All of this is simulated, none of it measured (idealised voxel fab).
process module | voxel ribs on slabs
cross-section cut | 290 nm wide | cells 5 nm
A cross-section is a grid of square cells, given in bands from the top down. A band is one or more rows of cells.
Each band's line starts with the height of the band's top and of its bottom, in nm. Then come its materials from left to right, each with its width in nm. One material with "throughout" fills the band from edge to edge. "air" is empty space.
Height 0 is the level under which the wafer as received is all one material. The lowest band goes on downwards, as in "0 down".
A width such as "30 to 40" changes by the same amount from each row of cells to the next, from the band's top row to its bottom row.
"no change" after a step means that no cell of the cross-section changed.
closed voids: empty space of 8 cells or more with no open way to the top, each as width x height at its distance from the left edge, in nm
after a step's settings: what the simulator itself notes on the step
overlay nm, on a step with a mask: how far to the right of its planned place the mask lay; to the left if negative
plan
1 op RECEIVE | material Si
2 op DIRECTIONAL_DEP | material SiO2 | thk nm 30
3 op DIRECTIONAL_DEP | material polySi | thk nm 20
4 op DIRECTIONAL_DEP | material aC | thk nm 15
5 op PATTERN | tone cover | mask id RIB | material resist | width nm 25 | thk nm 30 | overlay nm 0
6 op DIRECTIONAL_ETCH | etch materials aC | depth nm 15
7 op STRIP | etch materials resist
8 op DIRECTIONAL_ETCH | etch materials polySi | depth nm 10
9 op STRIP | etch materials aC
10 op MASKED_ETCH | tone cover | mask id SLAB | width nm 65 | etch materials polySi | depth nm 10 | overlay nm 0
11 op FILL_DEP | material SiO2 | thk nm 30
12 op CMP | height nm 70
13 op DIRECTIONAL_DEP | material W | thk nm 10
14 op DIRECTIONAL_DEP | material aC | thk nm 15
15 op PATTERN | tone cover | mask id HEATER | material resist | width nm 35 | thk nm 35 | overlay nm 0
16 op DIRECTIONAL_ETCH | etch materials aC | depth nm 15
17 op STRIP | etch materials resist
18 op DIRECTIONAL_ETCH | etch materials W | depth nm 10
19 op STRIP | etch materials aC
20 op CONFORMAL_DEP | material SiO2 | thk nm 10
as received, after step 1
  0 down: Si throughout
  closed voids: none
first wafer at the end, as planned
  90 to 80: air 115 | SiO2 55 | air 120
  80 to 70: SiO2 125 | W 35 | SiO2 130
  70 to 50: SiO2 throughout
  50 to 40: SiO2 130 | polySi 25 | SiO2 135
  40 to 30: SiO2 110 | polySi 65 | SiO2 115
  30 to 0: SiO2 throughout
  0 down: Si throughout
  closed voids: none
second wafer at the end: like start, like plan, one mistake
  90 to 80: air 115 | SiO2 55 | air 120
  80 to 70: SiO2 125 | W 35 | SiO2 130
  70 to 50: SiO2 throughout
  50 to 40: SiO2 110 | polySi 20 | SiO2 25 | polySi 20 | SiO2 115
  40 to 30: polySi throughout
  30 to 0: SiO2 throughout
  0 down: Si throughout
  closed voids: none
what went wrong: step 5 ran as: op PATTERN | tone open | mask id RIB | material resist | width nm 25 | thk nm 30 | overlay nm 0
at the end the second wafer has, in cells: 96 fewer of SiO2 | 96 more of polySi
